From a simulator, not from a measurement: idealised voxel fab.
Documented hereafter: the process module known as voxel self aligned contacts.
Xsec cut, 250 nm wide, square cell size 5 nm.
This document writes a cross-section as a grid whose cells are square, and gives it as bands, listed from the top down; one or more rows of cells form a band. First you get the band's top height and its bottom height, in nm, and then the materials it's made of, left to right, with each width in nm. If you see a single material with "edge to edge", that one covers the band edge to edge. "air" is empty space. Counting heights begins at 0, where everything beneath is, in the wafer as received, one material. The lowest band has no bottom; it goes on downwards, as "from 0 down" shows. Read "30 to 40" as a graded width: first number on top, second number at the bottom, same change between each pair of neighbouring rows. You'll sometimes find "remained unchanged" written for a step, and that's the way of saying that nowhere in the cross-section did a cell change during that step. Unvented voids: empty space of 8 cells or more with no open way to the top, each as width x height at its distance from the left edge, in nm. Formally, on a step line, whatever follows the settings is a remark that the simulator itself makes on the step. You can add "overlay nm" to a step's line. For a step with a mask, it describes how far the mask lay to the right of its planned position, and a negative number describes a lay to the left.

-- Here's what the planned process steps look like
1: RECEIVE (material Si)
2: OXIDIZE (depth nm 5)
3: DIRECTIONAL_DEP (material polySi; thk nm 30)
4: DIRECTIONAL_DEP (material SiN; thk nm 15)
5: DIRECTIONAL_DEP (material aC; thk nm 10)
6: PATTERN (tone cover; mask id GATE; material resist; width nm 30; pitch nm 55; thk nm 25; overlay nm 0)
7: DIRECTIONAL_ETCH (etch materials aC; depth nm 10)
8: STRIP (etch materials resist)
9: DIRECTIONAL_ETCH (etch materials SiN; depth nm 15)
10: DIRECTIONAL_ETCH (etch materials polySi; depth nm 30)
11: STRIP (etch materials aC)
12: CONFORMAL_DEP (material SiN; thk nm 5)
13: DIRECTIONAL_ETCH (etch materials SiN; depth nm 5)
14: FILL_DEP (material SiO2; thk nm 15)
15: CMP (height nm 55)
16: DIRECTIONAL_DEP (material aC; thk nm 10)
17: PATTERN (tone open; mask id CONTACT; material resist; width nm 35; pitch nm 55; thk nm 25; overlay nm 0)
18: DIRECTIONAL_ETCH (etch materials aC; depth nm 10)
19: STRIP (etch materials resist)
20: DIRECTIONAL_ETCH (etch materials SiO2; depth nm 60)
21: STRIP (etch materials aC)
22: CONFORMAL_DEP (material TiN; thk nm 5)
23: FILL_DEP (material W; thk nm 10)
24: CMP (height nm 55)
25: CONFORMAL_DEP (material SiCN; thk nm 5)

-- First wafer of two (run as planned)

-- Cross-section of the wafer upon arrival, representing the state reached after step 1
	from 0 down | Si edge to edge
	Unvented voids: none

-- Upon completion of step 2, the wafer appears in cross-section as shown
	from 0 to -5 | SiO2 edge to edge
	Anything lower than -5 is untouched.

-- Upon completion of step 3, the wafer appears in cross-section as shown
	from 30 to 0 | polySi edge to edge
	Anything lower than 0 is untouched.

-- Upon completion of step 4, the wafer appears in cross-section as shown
	from 45 to 30 | SiN edge to edge
	Anything lower than 30 is untouched.

-- Upon completion of step 5, the wafer appears in cross-section as shown
	from 55 to 45 | aC edge to edge
	Anything lower than 45 is untouched.

-- Upon completion of step 6, the wafer appears in cross-section as shown
	from 80 to 55 | 55 nm air, then 30 nm resist, then 25 nm air, then 30 nm resist, then 25 nm air, then 30 nm resist, then 55 nm air
	Anything lower than 55 is untouched.

-- Upon completion of step 7, the wafer appears in cross-section as shown
	from 70 to 55 | 55 nm air, then 30 nm resist, then 25 nm air, then 30 nm resist, then 25 nm air, then 30 nm resist, then 55 nm air
	from 55 to 45 | 55 nm air, then 30 nm aC, then 25 nm air, then 30 nm aC, then 25 nm air, then 30 nm aC, then 55 nm air
	Anything lower than 45 is untouched.

-- Upon completion of step 8, the wafer appears in cross-section as shown
	from 55 to 45 | 55 nm air, then 30 nm aC, then 25 nm air, then 30 nm aC, then 25 nm air, then 30 nm aC, then 55 nm air
	Anything lower than 45 is untouched.

-- Upon completion of step 9, the wafer appears in cross-section as shown
	from 55 to 45 | 55 nm air, then 30 nm aC, then 25 nm air, then 30 nm aC, then 25 nm air, then 30 nm aC, then 55 nm air
	from 45 to 30 | 55 nm air, then 30 nm SiN, then 25 nm air, then 30 nm SiN, then 25 nm air, then 30 nm SiN, then 55 nm air
	Anything lower than 30 is untouched.

-- Upon completion of step 10, the wafer appears in cross-section as shown
	from 55 to 45 | 55 nm air, then 30 nm aC, then 25 nm air, then 30 nm aC, then 25 nm air, then 30 nm aC, then 55 nm air
	from 45 to 30 | 55 nm air, then 30 nm SiN, then 25 nm air, then 30 nm SiN, then 25 nm air, then 30 nm SiN, then 55 nm air
	from 30 to 0 | 55 nm air, then 30 nm polySi, then 25 nm air, then 30 nm polySi, then 25 nm air, then 30 nm polySi, then 55 nm air
	Anything lower than 0 is untouched.

-- Upon completion of step 11, the wafer appears in cross-section as shown
	from 45 to 30 | 55 nm air, then 30 nm SiN, then 25 nm air, then 30 nm SiN, then 25 nm air, then 30 nm SiN, then 55 nm air
	Anything lower than 30 is untouched.

-- Upon completion of step 12, the wafer appears in cross-section as shown
	from 50 to 30 | 50 nm air, then 40 nm SiN, then 15 nm air, then 40 nm SiN, then 15 nm air, then 40 nm SiN, then 50 nm air
	from 30 to 5 | 50 nm air, then 5 nm SiN, then 30 nm polySi, then 5 nm SiN, then 15 nm air, then 5 nm SiN, then 30 nm polySi, then 5 nm SiN, then 15 nm air, then 5 nm SiN, then 30 nm polySi, then 5 nm SiN, then 50 nm air
	from 5 to 0 | 55 nm SiN, then 30 nm polySi, then 25 nm SiN, then 30 nm polySi, then 25 nm SiN, then 30 nm polySi, then 55 nm SiN
	Anything lower than 0 is untouched.

-- Upon completion of step 13, the wafer appears in cross-section as shown
	from 45 to 30 | 50 nm air, then 40 nm SiN, then 15 nm air, then 40 nm SiN, then 15 nm air, then 40 nm SiN, then 50 nm air
	from 30 to 0 | 50 nm air, then 5 nm SiN, then 30 nm polySi, then 5 nm SiN, then 15 nm air, then 5 nm SiN, then 30 nm polySi, then 5 nm SiN, then 15 nm air, then 5 nm SiN, then 30 nm polySi, then 5 nm SiN, then 50 nm air
	Anything lower than 0 is untouched.

-- Upon completion of step 14, the wafer appears in cross-section as shown
	from 60 to 45 | SiO2 edge to edge
	from 45 to 30 | 50 nm SiO2, then 40 nm SiN, then 15 nm SiO2, then 40 nm SiN, then 15 nm SiO2, then 40 nm SiN, then 50 nm SiO2
	from 30 to 0 | 50 nm SiO2, then 5 nm SiN, then 30 nm polySi, then 5 nm SiN, then 15 nm SiO2, then 5 nm SiN, then 30 nm polySi, then 5 nm SiN, then 15 nm SiO2, then 5 nm SiN, then 30 nm polySi, then 5 nm SiN, then 50 nm SiO2
	Anything lower than 0 is untouched.

-- Upon completion of step 15, the wafer appears in cross-section as shown
	from 55 to 45 | SiO2 edge to edge
	Anything lower than 45 is untouched.

-- Upon completion of step 16, the wafer appears in cross-section as shown
	from 65 to 55 | aC edge to edge
	Anything lower than 55 is untouched.

-- Upon completion of step 17, the wafer appears in cross-section as shown
	from 90 to 65 | 80 nm resist, then 35 nm air, then 20 nm resist, then 35 nm air, then 80 nm resist
	Anything lower than 65 is untouched.

-- Upon completion of step 18, the wafer appears in cross-section as shown
	from 80 to 65 | 80 nm resist, then 35 nm air, then 20 nm resist, then 35 nm air, then 80 nm resist
	from 65 to 55 | 80 nm aC, then 35 nm air, then 20 nm aC, then 35 nm air, then 80 nm aC
	Anything lower than 55 is untouched.

-- Upon completion of step 19, the wafer appears in cross-section as shown
	from 65 to 55 | 80 nm aC, then 35 nm air, then 20 nm aC, then 35 nm air, then 80 nm aC
	Anything lower than 55 is untouched.

-- Upon completion of step 20, the wafer appears in cross-section as shown
	from 65 to 55 | 80 nm aC, then 35 nm air, then 20 nm aC, then 35 nm air, then 80 nm aC
	from 55 to 45 | 80 nm SiO2, then 35 nm air, then 20 nm SiO2, then 35 nm air, then 80 nm SiO2
	from 45 to 30 | 50 nm SiO2, then 40 nm SiN, then 15 nm air, then 40 nm SiN, then 15 nm air, then 40 nm SiN, then 50 nm SiO2
	from 30 to 0 | 50 nm SiO2, then 5 nm SiN, then 30 nm polySi, then 5 nm SiN, then 15 nm air, then 5 nm SiN, then 30 nm polySi, then 5 nm SiN, then 15 nm air, then 5 nm SiN, then 30 nm polySi, then 5 nm SiN, then 50 nm SiO2
	from 0 to -5 | 90 nm SiO2, then 15 nm air, then 40 nm SiO2, then 15 nm air, then 90 nm SiO2
	Anything lower than -5 is untouched.

-- Upon completion of step 21, the wafer appears in cross-section as shown
	from 55 to 45 | 80 nm SiO2, then 35 nm air, then 20 nm SiO2, then 35 nm air, then 80 nm SiO2
	Anything lower than 45 is untouched.

-- Upon completion of step 22, the wafer appears in cross-section as shown
	from 60 to 55 | 85 nm TiN, then 25 nm air, then 30 nm TiN, then 25 nm air, then 85 nm TiN
	from 55 to 45 | 80 nm SiO2, then 5 to 15 nm TiN, then 25 to 5 nm air, then 5 to 15 nm TiN, then 20 nm SiO2, then 5 to 15 nm TiN, then 25 to 5 nm air, then 5 to 15 nm TiN, then 80 nm SiO2
	from 45 to 30 | 50 nm SiO2, then 40 nm SiN, then 5 nm TiN, then 5 nm air, then 5 nm TiN, then 40 nm SiN, then 5 nm TiN, then 5 nm air, then 5 nm TiN, then 40 nm SiN, then 50 nm SiO2
	from 30 to 0 | 50 nm SiO2, then 5 nm SiN, then 30 nm polySi, then 5 nm SiN, then 5 nm TiN, then 5 nm air, then 5 nm TiN, then 5 nm SiN, then 30 nm polySi, then 5 nm SiN, then 5 nm TiN, then 5 nm air, then 5 nm TiN, then 5 nm SiN, then 30 nm polySi, then 5 nm SiN, then 50 nm SiO2
	from 0 to -5 | 90 nm SiO2, then 15 nm TiN, then 40 nm SiO2, then 15 nm TiN, then 90 nm SiO2
	Anything lower than -5 is untouched.

-- Upon completion of step 23, the wafer appears in cross-section as shown
	from 70 to 60 | W edge to edge
	from 60 to 55 | 85 nm TiN, then 25 nm W, then 30 nm TiN, then 25 nm W, then 85 nm TiN
	from 55 to 45 | 80 nm SiO2, then 5 to 15 nm TiN, then 25 to 5 nm W, then 5 to 15 nm TiN, then 20 nm SiO2, then 5 to 15 nm TiN, then 25 to 5 nm W, then 5 to 15 nm TiN, then 80 nm SiO2
	from 45 to 30 | 50 nm SiO2, then 40 nm SiN, then 5 nm TiN, then 5 nm W, then 5 nm TiN, then 40 nm SiN, then 5 nm TiN, then 5 nm W, then 5 nm TiN, then 40 nm SiN, then 50 nm SiO2
	from 30 to 0 | 50 nm SiO2, then 5 nm SiN, then 30 nm polySi, then 5 nm SiN, then 5 nm TiN, then 5 nm W, then 5 nm TiN, then 5 nm SiN, then 30 nm polySi, then 5 nm SiN, then 5 nm TiN, then 5 nm W, then 5 nm TiN, then 5 nm SiN, then 30 nm polySi, then 5 nm SiN, then 50 nm SiO2
	Anything lower than 0 is untouched.

-- Upon completion of step 24, the wafer appears in cross-section as shown
	from 55 to 45 | 80 nm SiO2, then 5 to 15 nm TiN, then 25 to 5 nm W, then 5 to 15 nm TiN, then 20 nm SiO2, then 5 to 15 nm TiN, then 25 to 5 nm W, then 5 to 15 nm TiN, then 80 nm SiO2
	Anything lower than 45 is untouched.

-- Upon completion of step 25, the wafer appears in cross-section as shown
	from 60 to 55 | SiCN edge to edge
	Anything lower than 55 is untouched.

-- Second wafer: same start and same plan as the first, one execution error; identical to the first through step 2

-- Cross-sectional view of the second wafer at the intended end time of process step 3
	from 60 to 0 | polySi edge to edge
	Anything lower than 0 is untouched.

-- Cross-sectional view of the second wafer at the intended end time of process step 4
	from 75 to 60 | SiN edge to edge
	Anything lower than 60 is untouched.

-- Cross-sectional view of the second wafer at the intended end time of process step 5
	from 85 to 75 | aC edge to edge
	Anything lower than 75 is untouched.

-- Cross-sectional view of the second wafer at the intended end time of process step 6
	from 110 to 85 | 55 nm air, then 30 nm resist, then 25 nm air, then 30 nm resist, then 25 nm air, then 30 nm resist, then 55 nm air
	Anything lower than 85 is untouched.

-- Cross-sectional view of the second wafer at the intended end time of process step 7
	from 100 to 85 | 55 nm air, then 30 nm resist, then 25 nm air, then 30 nm resist, then 25 nm air, then 30 nm resist, then 55 nm air
	from 85 to 75 | 55 nm air, then 30 nm aC, then 25 nm air, then 30 nm aC, then 25 nm air, then 30 nm aC, then 55 nm air
	Anything lower than 75 is untouched.

-- Cross-sectional view of the second wafer at the intended end time of process step 8
	from 85 to 75 | 55 nm air, then 30 nm aC, then 25 nm air, then 30 nm aC, then 25 nm air, then 30 nm aC, then 55 nm air
	Anything lower than 75 is untouched.

-- Cross-sectional view of the second wafer at the intended end time of process step 9
	from 85 to 75 | 55 nm air, then 30 nm aC, then 25 nm air, then 30 nm aC, then 25 nm air, then 30 nm aC, then 55 nm air
	from 75 to 60 | 55 nm air, then 30 nm SiN, then 25 nm air, then 30 nm SiN, then 25 nm air, then 30 nm SiN, then 55 nm air
	Anything lower than 60 is untouched.

-- Cross-sectional view of the second wafer at the intended end time of process step 10
	from 85 to 75 | 55 nm air, then 30 nm aC, then 25 nm air, then 30 nm aC, then 25 nm air, then 30 nm aC, then 55 nm air
	from 75 to 60 | 55 nm air, then 30 nm SiN, then 25 nm air, then 30 nm SiN, then 25 nm air, then 30 nm SiN, then 55 nm air
	from 60 to 30 | 55 nm air, then 30 nm polySi, then 25 nm air, then 30 nm polySi, then 25 nm air, then 30 nm polySi, then 55 nm air
	Anything lower than 30 is untouched.

-- Cross-sectional view of the second wafer at the intended end time of process step 11
	from 75 to 60 | 55 nm air, then 30 nm SiN, then 25 nm air, then 30 nm SiN, then 25 nm air, then 30 nm SiN, then 55 nm air
	Anything lower than 60 is untouched.

-- Cross-sectional view of the second wafer at the intended end time of process step 12
	from 80 to 60 | 50 nm air, then 40 nm SiN, then 15 nm air, then 40 nm SiN, then 15 nm air, then 40 nm SiN, then 50 nm air
	from 60 to 35 | 50 nm air, then 5 nm SiN, then 30 nm polySi, then 5 nm SiN, then 15 nm air, then 5 nm SiN, then 30 nm polySi, then 5 nm SiN, then 15 nm air, then 5 nm SiN, then 30 nm polySi, then 5 nm SiN, then 50 nm air
	from 35 to 30 | 55 nm SiN, then 30 nm polySi, then 25 nm SiN, then 30 nm polySi, then 25 nm SiN, then 30 nm polySi, then 55 nm SiN
	Anything lower than 30 is untouched.

-- Cross-sectional view of the second wafer at the intended end time of process step 13
	from 75 to 60 | 50 nm air, then 40 nm SiN, then 15 nm air, then 40 nm SiN, then 15 nm air, then 40 nm SiN, then 50 nm air
	from 60 to 30 | 50 nm air, then 5 nm SiN, then 30 nm polySi, then 5 nm SiN, then 15 nm air, then 5 nm SiN, then 30 nm polySi, then 5 nm SiN, then 15 nm air, then 5 nm SiN, then 30 nm polySi, then 5 nm SiN, then 50 nm air
	Anything lower than 30 is untouched.

-- Cross-sectional view of the second wafer at the intended end time of process step 14
	from 90 to 75 | SiO2 edge to edge
	from 75 to 60 | 50 nm SiO2, then 40 nm SiN, then 15 nm SiO2, then 40 nm SiN, then 15 nm SiO2, then 40 nm SiN, then 50 nm SiO2
	from 60 to 30 | 50 nm SiO2, then 5 nm SiN, then 30 nm polySi, then 5 nm SiN, then 15 nm SiO2, then 5 nm SiN, then 30 nm polySi, then 5 nm SiN, then 15 nm SiO2, then 5 nm SiN, then 30 nm polySi, then 5 nm SiN, then 50 nm SiO2
	Anything lower than 30 is untouched.

-- Cross-sectional view of the second wafer at the intended end time of process step 15
	from 55 to 30 | 50 nm SiO2, then 5 nm SiN, then 30 nm polySi, then 5 nm SiN, then 15 nm SiO2, then 5 nm SiN, then 30 nm polySi, then 5 nm SiN, then 15 nm SiO2, then 5 nm SiN, then 30 nm polySi, then 5 nm SiN, then 50 nm SiO2
	Anything lower than 30 is untouched.

-- Cross-sectional view of the second wafer at the intended end time of process step 16
	from 65 to 55 | aC edge to edge
	Anything lower than 55 is untouched.

-- Cross-sectional view of the second wafer at the intended end time of process step 17
	from 90 to 65 | 80 nm resist, then 35 nm air, then 20 nm resist, then 35 nm air, then 80 nm resist
	Anything lower than 65 is untouched.

-- Cross-sectional view of the second wafer at the intended end time of process step 18
	from 80 to 65 | 80 nm resist, then 35 nm air, then 20 nm resist, then 35 nm air, then 80 nm resist
	from 65 to 55 | 80 nm aC, then 35 nm air, then 20 nm aC, then 35 nm air, then 80 nm aC
	Anything lower than 55 is untouched.

-- Cross-sectional view of the second wafer at the intended end time of process step 19
	from 65 to 55 | 80 nm aC, then 35 nm air, then 20 nm aC, then 35 nm air, then 80 nm aC
	Anything lower than 55 is untouched.

-- Cross-sectional view of the second wafer at the intended end time of process step 20
	from 65 to 55 | 80 nm aC, then 35 nm air, then 20 nm aC, then 35 nm air, then 80 nm aC
	from 55 to 30 | 50 nm SiO2, then 5 nm SiN, then 30 nm polySi, then 5 nm SiN, then 15 nm air, then 5 nm SiN, then 30 nm polySi, then 5 nm SiN, then 15 nm air, then 5 nm SiN, then 30 nm polySi, then 5 nm SiN, then 50 nm SiO2
	Anything lower than 30 is untouched.

-- Cross-sectional view of the second wafer at the intended end time of process step 21
	from 55 to 30 | 50 nm SiO2, then 5 nm SiN, then 30 nm polySi, then 5 nm SiN, then 15 nm air, then 5 nm SiN, then 30 nm polySi, then 5 nm SiN, then 15 nm air, then 5 nm SiN, then 30 nm polySi, then 5 nm SiN, then 50 nm SiO2
	Anything lower than 30 is untouched.

-- Cross-sectional view of the second wafer at the intended end time of process step 22
	from 60 to 55 | 95 nm TiN, then 5 nm air, then 50 nm TiN, then 5 nm air, then 95 nm TiN
	from 55 to 35 | 50 nm SiO2, then 5 nm SiN, then 30 nm polySi, then 5 nm SiN, then 5 nm TiN, then 5 nm air, then 5 nm TiN, then 5 nm SiN, then 30 nm polySi, then 5 nm SiN, then 5 nm TiN, then 5 nm air, then 5 nm TiN, then 5 nm SiN, then 30 nm polySi, then 5 nm SiN, then 50 nm SiO2
	from 35 to 30 | 50 nm SiO2, then 5 nm SiN, then 30 nm polySi, then 5 nm SiN, then 15 nm TiN, then 5 nm SiN, then 30 nm polySi, then 5 nm SiN, then 15 nm TiN, then 5 nm SiN, then 30 nm polySi, then 5 nm SiN, then 50 nm SiO2
	Anything lower than 30 is untouched.

-- Cross-sectional view of the second wafer at the intended end time of process step 23
	from 70 to 60 | W edge to edge
	from 60 to 55 | 95 nm TiN, then 5 nm W, then 50 nm TiN, then 5 nm W, then 95 nm TiN
	from 55 to 35 | 50 nm SiO2, then 5 nm SiN, then 30 nm polySi, then 5 nm SiN, then 5 nm TiN, then 5 nm W, then 5 nm TiN, then 5 nm SiN, then 30 nm polySi, then 5 nm SiN, then 5 nm TiN, then 5 nm W, then 5 nm TiN, then 5 nm SiN, then 30 nm polySi, then 5 nm SiN, then 50 nm SiO2
	Anything lower than 35 is untouched.

-- Cross-sectional view of the second wafer at the intended end time of process step 24
	from 55 to 35 | 50 nm SiO2, then 5 nm SiN, then 30 nm polySi, then 5 nm SiN, then 5 nm TiN, then 5 nm W, then 5 nm TiN, then 5 nm SiN, then 30 nm polySi, then 5 nm SiN, then 5 nm TiN, then 5 nm W, then 5 nm TiN, then 5 nm SiN, then 30 nm polySi, then 5 nm SiN, then 50 nm SiO2
	Anything lower than 35 is untouched.

-- Cross-sectional view of the second wafer at the intended end time of process step 25
	from 60 to 55 | SiCN edge to edge
	Anything lower than 55 is untouched.
Deviation noted in wafer processing: step 3 of the plan saw execution twice
Materials where the second wafer ends with more or fewer cells than the first: -78 SiN, -146 SiO2, -36 TiN, -22 W, +282 polySi
